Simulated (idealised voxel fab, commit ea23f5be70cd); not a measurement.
Module name: voxel double patterning (process module)
We display cut, a cross-section 230 nm in width whose square cells are each 5 nm.
The cross-sections in this document take the form of a grid made of square cells. They are written out as bands, in order from top to bottom. Each band consists of one or more rows of cells.
Basically the band line says how high the top is and how high the bottom is, in nm, and then what's in it from left to right, every material with its width in nm. Empty space shows up as "empty", and if a single material carries "full width" it runs the full band edge to edge.
Heights are reckoned from 0. Under this level, the received wafer is all of one material. The bottommost band is open-ended downward, for example "0..down".
The two numbers in a width such as "30..40" mark its ends across the band: the first belongs to the top row of cells, the second to the bottom row, and from each row to the next the width moves by the same amount.
"stayed the same" -> step changed no cross-section cell.
The label "closed voids" introduces a list of the empty spaces, 8 cells or larger, that have no open way up to the top; each entry in it reads width x height at distance, where the distance is taken from the left edge and all three are stated in nm.
Past the settings on a step's line: simulator remark, on that step.
overlay nm: how far to the right of its planned place the mask lay on this masked step (negative: to the left).

-- The following list gives the planned process steps
1: RECEIVE,material Si
2: CONFORMAL_DEP,material SiO2,thk nm 10
3: DIRECTIONAL_DEP,material W,thk nm 15
4: DIRECTIONAL_DEP,material SiCN,thk nm 5
5: MASKED_ETCH,tone open,mask id FIRST,width nm 15,pitch nm 50,etch materials SiCN,depth nm 5,overlay nm 0
6: DIRECTIONAL_DEP,material aC,thk nm 10
7: PATTERN,tone open,mask id SECOND,material resist,width nm 15,pitch nm 50,thk nm 30,overlay nm 0
8: DIRECTIONAL_ETCH,etch materials aC,depth nm 10
9: STRIP,etch materials resist
10: DIRECTIONAL_ETCH,etch materials SiCN,depth nm 5
11: STRIP,etch materials aC
12: DIRECTIONAL_ETCH,etch materials W,depth nm 15
13: STRIP,etch materials SiCN
Across this set of wafers, the varied parameter is the width nm of step 5. Starting conditions are identical for every wafer, and the plan reports the value assigned to the first wafer.

-- Here's the first of the wafers in cross-section, just as we got it, i.e. after step 1
	0..down: Si full width
	closed voids: none

-- What follows is a table in which each wafer occupies a row; for the wafer as it stands at the close of the module, the row states, material by material, how many cells have been gained (+) or lost (-) since receipt, and then gives its closed voids
width nm 15 | +92 SiO2 | +93 W | closed voids: none
width nm 20 | +92 SiO2 | +84 W | closed voids: none
width nm 25 | +92 SiO2 | +75 W | closed voids: none
width nm 30 | +92 SiO2 | +66 W | closed voids: none
